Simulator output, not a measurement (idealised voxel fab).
The process module that follows is named voxel capacitor over wiring.
FYI the section here is cut, 300 nm wide, cells are 5 nm squares.
We lay out every cross-section as a grid of square cells and spell it out in bands from the top down, where one band means one or more rows of cells.
The band entry comprises the height of the band's top followed by the height of its bottom, expressed in nm, and subsequently the band's materials from left to right, each stated together with its width in nm. Where a single material is marked with the word "full width", that material fills the band from edge to edge. The word "blank" represents empty space.
Ref level 0: as-received wafer is one material below here. Bottom band extends down with no lower bound ("from 0 down").
Width spec "30..40" -> top row of cells at first value, bottom row at second value, equal per-row change in between.
Any step labelled "remained the same" changed none of the cells in the cross-section.
Heads up: "Voids, fully enclosed" only lists the empty pockets with no open path to the top that are 8 cells or more, and it writes them as width x height at distance, distance from the left edge, in nm.
Anything after a step's settings on that line? It's the simulator's own note about the step.
The optional step-line setting "overlay nm" applies to steps with a mask and quantifies how far to the right of its planned location the mask lay, a negative value indicating leftward placement.
-- Process steps foreseen in the plan
1 RECEIVE [material Si]
2 CONFORMAL_DEP [material SiO2] [thk nm 15]
3 CONFORMAL_DEP [material SiN] [thk nm 5]
4 DIRECTIONAL_DEP [material lowk] [thk nm 20]
5 PATTERN [tone open] [mask id METAL_1] [material resist] [width nm 20] [pitch nm 90] [thk nm 20] [overlay nm 0]
6 DIRECTIONAL_ETCH [etch materials lowk] [depth nm 20]
7 DIRECTIONAL_ETCH [etch materials SiN] [depth nm 5]
8 STRIP [etch materials resist]
9 CONFORMAL_DEP [material TiN] [thk nm 5]
10 FILL_DEP [material Cu] [thk nm 5]
11 CMP [height nm 40]
12 CONFORMAL_DEP [material SiCN] [thk nm 5]
13 DIRECTIONAL_DEP [material lowk] [thk nm 20]
14 PATTERN [tone open] [mask id PLUG_1] [material resist] [width nm 15] [thk nm 20] [overlay nm 0]
15 DIRECTIONAL_ETCH [etch materials lowk] [depth nm 20]
16 DIRECTIONAL_ETCH [etch materials SiCN] [depth nm 5]
17 STRIP [etch materials resist]
18 CONFORMAL_DEP [material TiN] [thk nm 5]
19 FILL_DEP [material Ru] [thk nm 10]
20 CMP [height nm 65]
21 DIRECTIONAL_DEP [material TiN] [thk nm 5]
22 DIRECTIONAL_DEP [material HfO2] [thk nm 5]
23 DIRECTIONAL_DEP [material TiN] [thk nm 5]
24 DIRECTIONAL_DEP [material aC] [thk nm 15]
25 PATTERN [tone cover] [mask id UPPER_PLATE] [material resist] [width nm 75] [thk nm 35] [overlay nm 0]
26 DIRECTIONAL_ETCH [etch materials aC] [depth nm 15]
27 STRIP [etch materials resist]
28 DIRECTIONAL_ETCH [etch materials TiN] [depth nm 5]
29 DIRECTIONAL_ETCH [etch materials HfO2] [depth nm 5]
30 STRIP [etch materials aC]
31 MASKED_ETCH [tone cover] [mask id LOWER_PLATE] [width nm 85] [etch materials TiN] [depth nm 5] [overlay nm 0]
32 FILL_DEP [material SiO2] [thk nm 15]
33 CMP [height nm 90]
34 MASKED_ETCH [tone open] [mask id PLUG_2] [width nm 15] [etch materials SiO2] [depth nm 10] [overlay nm 0]
35 CONFORMAL_DEP [material TiN] [thk nm 5]
36 FILL_DEP [material Cu] [thk nm 10]
37 CMP [height nm 90]
38 CONFORMAL_DEP [material SiCN] [thk nm 5]
-- Cross-sectional view of the wafer in its as-received condition, corresponding to the state after step 1
- from 0 down | Si full width
- Voids, fully enclosed: none
-- The cross-section shown corresponds to the wafer at the conclusion of the module. The initial structure and the process plan are those presented above; however, one mistake occurred in executing the plan
- from 95 to 90 | SiCN full width
- from 90 to 80 | 100..95 SiO2 | 75..85 TiN | 125..120 SiO2
- from 80 to 75 | TiN full width
- from 75 to 70 | HfO2 full width
- from 70 to 65 | TiN full width
- from 65 to 45 | 100 lowk | 5 TiN | 5 Ru | 5 TiN | 185 lowk
- from 45 to 40 | 100 SiCN | 15 TiN | 185 SiCN
- from 40 to 20 | 95 lowk | 5 TiN | 10 Cu | 5 TiN | 70 lowk | 5 TiN | 10 Cu | 5 TiN | 95 lowk
- from 20 to 15 | 95 SiN | 20 TiN | 70 SiN | 20 TiN | 95 SiN
- from 15 to 0 | SiO2 full width
- from 0 down | Si full width
- Voids, fully enclosed: none
what went wrong: so step 23 ended up running with a different setting than we planned, it ran as DIRECTIONAL_DEP [material TiN] [thk nm 15]
